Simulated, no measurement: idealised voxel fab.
Process module under the name voxel wiring stack
We display cut, a cross-section 190 nm in width whose square cells are each 5 nm.
For the purposes of this document, a cross-section shall be understood as a grid of square cells, specified as bands listed in top-to-bottom order, each band consisting of one or more rows of cells. In this notation a band is specified by the heights of its top and bottom, in that order and in nm, after which its materials appear from left to right, each paired with its width in nm. The word "throughout" attached to a single material means that material fills the band from edge to edge; the word "blank" stands for empty space. It should be noted that heights are counted from 0, beneath which the wafer as supplied is of one material throughout, and that the lowest band possesses no lower boundary but continues downward, as written in "0..down". Quick explanation for "30->40": the width changes in equal steps down the rows of cells, from the first number in the band's top row to the second number in its bottom row. "no alterations made" (step): cross-section cells unchanged, all of them. Look at "Completely enclosed voids" for the closed voids: empty spaces with no open path to the top, sized 8 cells or up. Each is width x height at distance, distance from the left edge, all nm. Formally, on a step line, whatever follows the settings is a remark that the simulator itself makes on the step. Each step line may optionally specify "overlay nm", which for a step with a mask gives the rightward distance between the mask's planned place and where it lay, a negative value indicating the leftward direction.

[Listed below are the process steps as planned]
1: RECEIVE (material Si)
2: CONFORMAL_DEP (material SiO2; thk nm 10)
3: CONFORMAL_DEP (material SiN; thk nm 5)
4: DIRECTIONAL_DEP (material lowk; thk nm 15)
5: DIRECTIONAL_DEP (material aC; thk nm 10)
6: PATTERN (tone open; mask id METAL_1; material resist; width nm 25; pitch nm 50; thk nm 30; overlay nm 0)
7: DIRECTIONAL_ETCH (etch materials aC; depth nm 10)
8: STRIP (etch materials resist)
9: DIRECTIONAL_ETCH (etch materials lowk; depth nm 15)
10: DIRECTIONAL_ETCH (etch materials SiN; depth nm 5)
11: STRIP (etch materials aC)
12: CONFORMAL_DEP (material TiN; thk nm 5)
13: FILL_DEP (material Cu; thk nm 5)
14: CMP (height nm 30)
15: EPI (material Ru; thk nm 5)
16: FILL_DEP (material SiCN; thk nm 5)
17: DIRECTIONAL_DEP (material SiO2; thk nm 25)
18: DIRECTIONAL_DEP (material aC; thk nm 15)
19: PATTERN (tone open; mask id METAL_2; material resist; width nm 25; pitch nm 50; thk nm 30; overlay nm 0)
20: DIRECTIONAL_ETCH (etch materials aC; depth nm 15)
21: STRIP (etch materials resist)
22: DIRECTIONAL_ETCH (etch materials SiO2; depth nm 15)
23: STRIP (etch materials aC)
24: MASKED_ETCH (tone open; mask id METAL_2_HOLES; width nm 15; etch materials SiO2; depth nm 10; overlay nm 0)
25: MASKED_ETCH (tone open; mask id METAL_2_HOLES; width nm 15; etch materials SiCN; depth nm 5; overlay nm 0)
26: CONFORMAL_DEP (material TiN; thk nm 5)
27: FILL_DEP (material Cu; thk nm 5)
28: CMP (height nm 65)
29: CONFORMAL_DEP (material SiCN; thk nm 5)

[First wafer out of two, processed as planned]

[Wafer at receipt (post step 1), cross-section]
	0..down  Si throughout
	Completely enclosed voids: none

[Cross-sectional representation of the wafer at the conclusion of step 2]
	10..0  SiO2 throughout
	below 0: unchanged

[Cross-sectional representation of the wafer at the conclusion of step 3]
	15..10  SiN throughout
	below 10: unchanged

[Cross-sectional representation of the wafer at the conclusion of step 4]
	30..15  lowk throughout
	below 15: unchanged

[Cross-sectional representation of the wafer at the conclusion of step 5]
	40..30  aC throughout
	below 30: unchanged

[Cross-sectional representation of the wafer at the conclusion of step 6]
	70..40  resist 55 | blank 25 | resist 25 | blank 25 | resist 60
	below 40: unchanged

[Cross-sectional representation of the wafer at the conclusion of step 7]
	60..40  resist 55 | blank 25 | resist 25 | blank 25 | resist 60
	40..30  aC 55 | blank 25 | aC 25 | blank 25 | aC 60
	below 30: unchanged

[Cross-sectional representation of the wafer at the conclusion of step 8]
	40..30  aC 55 | blank 25 | aC 25 | blank 25 | aC 60
	below 30: unchanged

[Cross-sectional representation of the wafer at the conclusion of step 9]
	40..30  aC 55 | blank 25 | aC 25 | blank 25 | aC 60
	30..15  lowk 55 | blank 25 | lowk 25 | blank 25 | lowk 60
	below 15: unchanged

[Cross-sectional representation of the wafer at the conclusion of step 10]
	40..30  aC 55 | blank 25 | aC 25 | blank 25 | aC 60
	30..15  lowk 55 | blank 25 | lowk 25 | blank 25 | lowk 60
	15..10  SiN 55 | blank 25 | SiN 25 | blank 25 | SiN 60
	below 10: unchanged

[Cross-sectional representation of the wafer at the conclusion of step 11]
	30..15  lowk 55 | blank 25 | lowk 25 | blank 25 | lowk 60
	below 15: unchanged

[Cross-sectional representation of the wafer at the conclusion of step 12]
	35..30  TiN 60 | blank 15 | TiN 35 | blank 15 | TiN 65
	30..15  lowk 55 | TiN 5 | blank 15 | TiN 5 | lowk 25 | TiN 5 | blank 15 | TiN 5 | lowk 60
	15..10  SiN 55 | TiN 25 | SiN 25 | TiN 25 | SiN 60
	below 10: unchanged

[Cross-sectional representation of the wafer at the conclusion of step 13]
	40..35  Cu throughout
	35..30  TiN 60 | Cu 15 | TiN 35 | Cu 15 | TiN 65
	30..15  lowk 55 | TiN 5 | Cu 15 | TiN 5 | lowk 25 | TiN 5 | Cu 15 | TiN 5 | lowk 60
	below 15: unchanged

[Cross-sectional representation of the wafer at the conclusion of step 14]
	30..15  lowk 55 | TiN 5 | Cu 15 | TiN 5 | lowk 25 | TiN 5 | Cu 15 | TiN 5 | lowk 60
	below 15: unchanged

[Cross-sectional representation of the wafer at the conclusion of step 15]
	35..30  blank 50 | Ru 35 | blank 15 | Ru 35 | blank 55
	below 30: unchanged

[Cross-sectional representation of the wafer at the conclusion of step 16]
	40..35  SiCN throughout
	35..30  SiCN 50 | Ru 35 | SiCN 15 | Ru 35 | SiCN 55
	below 30: unchanged

[Cross-sectional representation of the wafer at the conclusion of step 17]
	65..40  SiO2 throughout
	below 40: unchanged

[Cross-sectional representation of the wafer at the conclusion of step 18]
	80..65  aC throughout
	below 65: unchanged

[Cross-sectional representation of the wafer at the conclusion of step 19]
	110..80  resist 55 | blank 25 | resist 25 | blank 25 | resist 60
	below 80: unchanged

[Cross-sectional representation of the wafer at the conclusion of step 20]
	95..80  resist 55 | blank 25 | resist 25 | blank 25 | resist 60
	80..65  aC 55 | blank 25 | aC 25 | blank 25 | aC 60
	below 65: unchanged

[Cross-sectional representation of the wafer at the conclusion of step 21]
	80..65  aC 55 | blank 25 | aC 25 | blank 25 | aC 60
	below 65: unchanged

[Cross-sectional representation of the wafer at the conclusion of step 22]
	80..65  aC 55 | blank 25 | aC 25 | blank 25 | aC 60
	65..50  SiO2 55 | blank 25 | SiO2 25 | blank 25 | SiO2 60
	below 50: unchanged

[Cross-sectional representation of the wafer at the conclusion of step 23]
	65..50  SiO2 55 | blank 25 | SiO2 25 | blank 25 | SiO2 60
	below 50: unchanged

[Cross-sectional representation of the wafer at the conclusion of step 24]
	65..50  SiO2 55 | blank 25 | SiO2 25 | blank 25 | SiO2 60
	50..40  SiO2 55 | blank 15 | SiO2 120
	below 40: unchanged

[Cross-sectional representation of the wafer at the conclusion of step 25]
	65..50  SiO2 55 | blank 25 | SiO2 25 | blank 25 | SiO2 60
	50..40  SiO2 55 | blank 15 | SiO2 120
	40..35  SiCN 55 | blank 15 | SiCN 120
	below 35: unchanged

[Cross-sectional representation of the wafer at the conclusion of step 26]
	70..65  TiN 60 | blank 15 | TiN 35 | blank 15 | TiN 65
	65..55  SiO2 55 | TiN 5 | blank 15 | TiN 5 | SiO2 25 | TiN 5 | blank 15 | TiN 5 | SiO2 60
	55..50  SiO2 55 | TiN 5 | blank 5 | TiN 15 | SiO2 25 | TiN 25 | SiO2 60
	50..40  SiO2 55 | TiN 5 | blank 5 | TiN 5 | SiO2 120
	40..35  SiCN 55 | TiN 15 | SiCN 120
	below 35: unchanged

[Cross-sectional representation of the wafer at the conclusion of step 27]
	75..70  Cu throughout
	70..65  TiN 60 | Cu 15 | TiN 35 | Cu 15 | TiN 65
	65..55  SiO2 55 | TiN 5 | Cu 15 | TiN 5 | SiO2 25 | TiN 5 | Cu 15 | TiN 5 | SiO2 60
	55..50  SiO2 55 | TiN 5 | Cu 5 | TiN 15 | SiO2 25 | TiN 25 | SiO2 60
	50..40  SiO2 55 | TiN 5 | Cu 5 | TiN 5 | SiO2 120
	below 40: unchanged

[Cross-sectional representation of the wafer at the conclusion of step 28]
	65..55  SiO2 55 | TiN 5 | Cu 15 | TiN 5 | SiO2 25 | TiN 5 | Cu 15 | TiN 5 | SiO2 60
	below 55: unchanged

[Cross-sectional representation of the wafer at the conclusion of step 29]
	70..65  SiCN throughout
	below 65: unchanged

[Second wafer, same starting conditions and recipe as the first, one mistake in executing it, nothing differs from the first up to and including step 16]

[Cross-section: second wafer, time at which step 17 was scheduled to end]
	65..40  TiN throughout
	below 40: unchanged

[Cross-section: second wafer, time at which step 18 was scheduled to end]
	80..65  aC throughout
	below 65: unchanged

[Cross-section: second wafer, time at which step 19 was scheduled to end]
	110..80  resist 55 | blank 25 | resist 25 | blank 25 | resist 60
	below 80: unchanged

[Cross-section: second wafer, time at which step 20 was scheduled to end]
	95..80  resist 55 | blank 25 | resist 25 | blank 25 | resist 60
	80..65  aC 55 | blank 25 | aC 25 | blank 25 | aC 60
	below 65: unchanged

[Cross-section: second wafer, time at which step 21 was scheduled to end]
	80..65  aC 55 | blank 25 | aC 25 | blank 25 | aC 60
	below 65: unchanged

Cross-section: second wafer, time at which step 22 was scheduled to end: no alterations made

[Cross-section: second wafer, time at which step 23 was scheduled to end]
	65..40  TiN throughout
	below 40: unchanged

Cross-section: second wafer, time at which step 24 was scheduled to end: no alterations made

Cross-section: second wafer, time at which step 25 was scheduled to end: no alterations made

[Cross-section: second wafer, time at which step 26 was scheduled to end]
	70..40  TiN throughout
	below 40: unchanged

[Cross-section: second wafer, time at which step 27 was scheduled to end]
	75..70  Cu throughout
	below 70: unchanged

[Cross-section: second wafer, time at which step 28 was scheduled to end]
	65..40  TiN throughout
	below 40: unchanged

[Cross-section: second wafer, time at which step 29 was scheduled to end]
	70..65  SiCN throughout
	below 65: unchanged
Which mistake was made when the wafer was run? step 17 was processed under conditions differing from the plan, specifically as DIRECTIONAL_DEP (material TiN; thk nm 25)
Cell-count delta at end, second wafer over first, by material: -15 Cu; +3 SiCN; -154 SiO2; +166 TiN
